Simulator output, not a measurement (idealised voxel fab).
process module | voxel spacer lines
This is section cut - it's 185 nm across, gridded in 5 nm square cells.
Cross-section, as written here: a square-cell grid given band by band from the top down, where a band holds one or more rows of cells.
Heights first: top, then bottom, in nm. Then materials, left to right, each with a width in nm. "everywhere" on a single material: fills the band edge to edge. "blank": empty space.
Heads up on the height convention: 0 is the point under which the incoming wafer is all one material, and the lowest band has no bottom, it just keeps going down, like "top 0, no bottom".
Think of "30 to 40" as a width that walks from the first number to the second as you go down the band, top row to bottom row, taking equal-sized steps from row to row.
"no modification", as given for a step, is the statement that not any cell of the cross-section underwent a change during that step.
Look at "Closed-off voids" for the closed voids: empty spaces with no open path to the top, sized 8 cells or up. Each is width x height at distance, distance from the left edge, all nm.
Formally, on a step line, whatever follows the settings is a remark that the simulator itself makes on the step.
You can add "overlay nm" to a step's line. For a step with a mask, it describes how far the mask lay to the right of its planned position, and a negative number describes a lay to the left.
The process steps that were planned are listed below
1. RECEIVE,material Si
2. CONFORMAL_DEP,material Al2O3,thk nm 10
3. DIRECTIONAL_DEP,material W,thk nm 15
4. DIRECTIONAL_DEP,material aC,thk nm 20
5. PATTERN,tone cover,mask id MANDREL,material resist,width nm 15,pitch nm 50,thk nm 30,overlay nm 0
6. DIRECTIONAL_ETCH,etch materials aC,depth nm 20
7. STRIP,etch materials resist
8. CONFORMAL_DEP,material SiN,thk nm 10
9. DIRECTIONAL_ETCH,etch materials SiN,depth nm 10
10. STRIP,etch materials aC
11. DIRECTIONAL_ETCH,etch materials W,depth nm 15
12. STRIP,etch materials SiN
13. FILL_DEP,material SiO2,thk nm 10
14. CMP,height nm 25
The first wafer of two, processed as planned
Here's what the wafer looked like in cross-section when it arrived - that's after step 1
> top 0, no bottom: Si everywhere
> Closed-off voids: none
The following cross-section depicts the wafer upon completion of step 2
> top 10, bottom 0: Al2O3 everywhere
> Nothing below the height 0 has changed.
The following cross-section depicts the wafer upon completion of step 3
> top 25, bottom 10: W everywhere
> Nothing below the height 10 has changed.
The following cross-section depicts the wafer upon completion of step 4
> top 45, bottom 25: aC everywhere
> Nothing below the height 25 has changed.
The following cross-section depicts the wafer upon completion of step 5
> top 75, bottom 45: blank=35 / resist=15 / blank=35 / resist=15 / blank=35 / resist=15 / blank=35
> Nothing below the height 45 has changed.
The following cross-section depicts the wafer upon completion of step 6
> top 55, bottom 45: blank=35 / resist=15 / blank=35 / resist=15 / blank=35 / resist=15 / blank=35
> top 45, bottom 25: blank=35 / aC=15 / blank=35 / aC=15 / blank=35 / aC=15 / blank=35
> Nothing below the height 25 has changed.
The following cross-section depicts the wafer upon completion of step 7
> top 45, bottom 25: blank=35 / aC=15 / blank=35 / aC=15 / blank=35 / aC=15 / blank=35
> Nothing below the height 25 has changed.
The following cross-section depicts the wafer upon completion of step 8
> top 55, bottom 45: blank=25 / SiN=35 / blank=15 / SiN=35 / blank=15 / SiN=35 / blank=25
> top 45, bottom 35: blank=25 / SiN=10 / aC=15 / SiN=10 / blank=15 / SiN=10 / aC=15 / SiN=10 / blank=15 / SiN=10 / aC=15 / SiN=10 / blank=25
> top 35, bottom 25: SiN=35 / aC=15 / SiN=35 / aC=15 / SiN=35 / aC=15 / SiN=35
> Nothing below the height 25 has changed.
The following cross-section depicts the wafer upon completion of step 9
> top 45, bottom 25: blank=25 / SiN=10 / aC=15 / SiN=10 / blank=15 / SiN=10 / aC=15 / SiN=10 / blank=15 / SiN=10 / aC=15 / SiN=10 / blank=25
> Nothing below the height 25 has changed.
The following cross-section depicts the wafer upon completion of step 10
> top 45, bottom 25: blank=25 / SiN=10 / blank=15 / SiN=10 / blank=15 / SiN=10 / blank=15 / SiN=10 / blank=15 / SiN=10 / blank=15 / SiN=10 / blank=25
> Nothing below the height 25 has changed.
The following cross-section depicts the wafer upon completion of step 11
> top 45, bottom 25: blank=25 / SiN=10 / blank=15 / SiN=10 / blank=15 / SiN=10 / blank=15 / SiN=10 / blank=15 / SiN=10 / blank=15 / SiN=10 / blank=25
> top 25, bottom 10: blank=25 / W=10 / blank=15 / W=10 / blank=15 / W=10 / blank=15 / W=10 / blank=15 / W=10 / blank=15 / W=10 / blank=25
> Nothing below the height 10 has changed.
The following cross-section depicts the wafer upon completion of step 12
> top 25, bottom 10: blank=25 / W=10 / blank=15 / W=10 / blank=15 / W=10 / blank=15 / W=10 / blank=15 / W=10 / blank=15 / W=10 / blank=25
> Nothing below the height 10 has changed.
The following cross-section depicts the wafer upon completion of step 13
> top 35, bottom 25: SiO2 everywhere
> top 25, bottom 10: SiO2=25 / W=10 / SiO2=15 / W=10 / SiO2=15 / W=10 / SiO2=15 / W=10 / SiO2=15 / W=10 / SiO2=15 / W=10 / SiO2=25
> Nothing below the height 10 has changed.
The following cross-section depicts the wafer upon completion of step 14
> top 25, bottom 10: SiO2=25 / W=10 / SiO2=15 / W=10 / SiO2=15 / W=10 / SiO2=15 / W=10 / SiO2=15 / W=10 / SiO2=15 / W=10 / SiO2=25
> Nothing below the height 10 has changed.
The second wafer was prepared from the same starting point and under the same plan as the first; its processing contained one mistake, and it remains indistinguishable from the first wafer up to and including step 4
What the second wafer looks like in cross-section when step 5 should have wrapped up
> top 75, bottom 45: blank=30 / resist=25 / blank=25 / resist=25 / blank=25 / resist=25 / blank=30
> Nothing below the height 45 has changed.
What the second wafer looks like in cross-section when step 6 should have wrapped up
> top 55, bottom 45: blank=30 / resist=25 / blank=25 / resist=25 / blank=25 / resist=25 / blank=30
> top 45, bottom 25: blank=30 / aC=25 / blank=25 / aC=25 / blank=25 / aC=25 / blank=30
> Nothing below the height 25 has changed.
What the second wafer looks like in cross-section when step 7 should have wrapped up
> top 45, bottom 25: blank=30 / aC=25 / blank=25 / aC=25 / blank=25 / aC=25 / blank=30
> Nothing below the height 25 has changed.
What the second wafer looks like in cross-section when step 8 should have wrapped up
> top 55, bottom 45: blank=20 / SiN=45 / blank=5 / SiN=45 / blank=5 / SiN=45 / blank=20
> top 45, bottom 35: blank=20 / SiN=10 / aC=25 / SiN=10 / blank=5 / SiN=10 / aC=25 / SiN=10 / blank=5 / SiN=10 / aC=25 / SiN=10 / blank=20
> top 35, bottom 25: SiN=30 / aC=25 / SiN=25 / aC=25 / SiN=25 / aC=25 / SiN=30
> Nothing below the height 25 has changed.
What the second wafer looks like in cross-section when step 9 should have wrapped up
> top 45, bottom 25: blank=20 / SiN=10 / aC=25 / SiN=10 / blank=5 / SiN=10 / aC=25 / SiN=10 / blank=5 / SiN=10 / aC=25 / SiN=10 / blank=20
> Nothing below the height 25 has changed.
What the second wafer looks like in cross-section when step 10 should have wrapped up
> top 45, bottom 25: blank=20 / SiN=10 / blank=25 / SiN=10 / blank=5 / SiN=10 / blank=25 / SiN=10 / blank=5 / SiN=10 / blank=25 / SiN=10 / blank=20
> Nothing below the height 25 has changed.
What the second wafer looks like in cross-section when step 11 should have wrapped up
> top 45, bottom 25: blank=20 / SiN=10 / blank=25 / SiN=10 / blank=5 / SiN=10 / blank=25 / SiN=10 / blank=5 / SiN=10 / blank=25 / SiN=10 / blank=20
> top 25, bottom 10: blank=20 / W=10 / blank=25 / W=10 / blank=5 / W=10 / blank=25 / W=10 / blank=5 / W=10 / blank=25 / W=10 / blank=20
> Nothing below the height 10 has changed.
What the second wafer looks like in cross-section when step 12 should have wrapped up
> top 25, bottom 10: blank=20 / W=10 / blank=25 / W=10 / blank=5 / W=10 / blank=25 / W=10 / blank=5 / W=10 / blank=25 / W=10 / blank=20
> Nothing below the height 10 has changed.
What the second wafer looks like in cross-section when step 13 should have wrapped up
> top 35, bottom 25: SiO2 everywhere
> top 25, bottom 10: SiO2=20 / W=10 / SiO2=25 / W=10 / SiO2=5 / W=10 / SiO2=25 / W=10 / SiO2=5 / W=10 / SiO2=25 / W=10 / SiO2=20
> Nothing below the height 10 has changed.
What the second wafer looks like in cross-section when step 14 should have wrapped up
> top 25, bottom 10: SiO2=20 / W=10 / SiO2=25 / W=10 / SiO2=5 / W=10 / SiO2=25 / W=10 / SiO2=5 / W=10 / SiO2=25 / W=10 / SiO2=20
> Nothing below the height 10 has changed.
Here's what went sideways: in deviation from the planned setting, step 5 was conducted as PATTERN,tone cover,mask id MANDREL,material resist,width nm 25,pitch nm 50,thk nm 30,overlay nm 0
The concluding comparison shows that, measured in cells, each material is equally abundant on both wafers, albeit at different positions.
